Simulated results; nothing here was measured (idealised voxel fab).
This is a process module. Its name is voxel double patterning.
cross-section cut | 220 nm wide | cells 5 nm
We lay out every cross-section as a grid of square cells and spell it out in bands from the top down, where one band means one or more rows of cells.
It is stipulated that each band's entry specify, in nanometres, the height of the top of the band and then that of its bottom, followed by the materials of the band in left-to-right sequence, each together with its width in nanometres. A single material marked by the word "edge to edge" is understood to fill the band from edge to edge; the word "empty" is understood to denote empty space.
Note: height 0 marks the level under which the wafer is uniformly one material as received. Lowest band unbounded below, written "0..down".
A width given as "30..40" starts at the first number in the band's top row and ends at the second number in its bottom row, shifting by an equal amount at every step from row to row.
The designation "no modifications", where it is given for a processing step, indicates that no cell of the cross-section was altered in the course of that step.
The entry "Entrapped voids" lists the empty spaces that cover at least 8 cells and have no open path to the top. Each is written as width x height at distance, where the distance is measured from the left edge and all three values are in nm.
It should be noted that, on the line of a given step, the content following the step's settings is a remark produced by the simulator itself with respect to that step.
You can add "overlay nm" to a step's line. For a step with a mask, it describes how far the mask lay to the right of its planned position, and a negative number describes a lay to the left.
# Steps in the process plan
- 1: RECEIVE with material Si
- 2: CONFORMAL_DEP with material SiO2, thk nm 10
- 3: DIRECTIONAL_DEP with material W, thk nm 15
- 4: DIRECTIONAL_DEP with material SiCN, thk nm 5
- 5: DIRECTIONAL_DEP with material aC, thk nm 10
- 6: PATTERN with tone open, mask id FIRST, material resist, width nm 15, pitch nm 50, thk nm 25, overlay nm -15
- 7: DIRECTIONAL_ETCH with etch materials aC, depth nm 10
- 8: STRIP with etch materials resist
- 9: DIRECTIONAL_ETCH with etch materials SiCN, depth nm 5
- 10: STRIP with etch materials aC
- 11: DIRECTIONAL_DEP with material aC, thk nm 10
- 12: PATTERN with tone open, mask id SECOND, material resist, width nm 15, pitch nm 50, thk nm 30, overlay nm 0
- 13: DIRECTIONAL_ETCH with etch materials aC, depth nm 10
- 14: STRIP with etch materials resist
- 15: DIRECTIONAL_ETCH with etch materials SiCN, depth nm 5
- 16: STRIP with etch materials aC
- 17: DIRECTIONAL_ETCH with etch materials W, depth nm 15
- 18: STRIP with etch materials SiCN
Wafers differ in overlay nm at step 6; plan lists the first wafer's value; identical starting state.
# The first of several wafers, as received after step 1, seen in section
  0..down = Si edge to edge
  Entrapped voids: none
# Once step 18, the last step, is complete, the module is at its end; this is the cross-section of the first of several wafers
  25..10 = W: 35; empty: 15; W: 25; empty: 25; W: 25; empty: 25; W: 70
  10..0 = SiO2 edge to edge
  0..down = Si edge to edge
  Entrapped voids: none
# Final wafer of several, shown in cross-section at the end of the module
  25..10 = W: 65; empty: 25; W: 25; empty: 25; W: 25; empty: 15; W: 40
  10..0 = SiO2 edge to edge
  0..down = Si edge to edge
  Entrapped voids: none
# Table: wafers, a row each; end-of-module cell change per material since receipt, gain (+), loss (-); then closed voids
overlay nm -15; +88 SiO2; +93 W; Entrapped voids: none
overlay nm -10; +88 SiO2; +87 W; Entrapped voids: none
overlay nm -5; +88 SiO2; +87 W; Entrapped voids: none
overlay nm 0; +88 SiO2; +87 W; Entrapped voids: none
overlay nm 5; +88 SiO2; +87 W; Entrapped voids: none
overlay nm 10; +88 SiO2; +87 W; Entrapped voids: none
overlay nm 15; +88 SiO2; +93 W; Entrapped voids: none
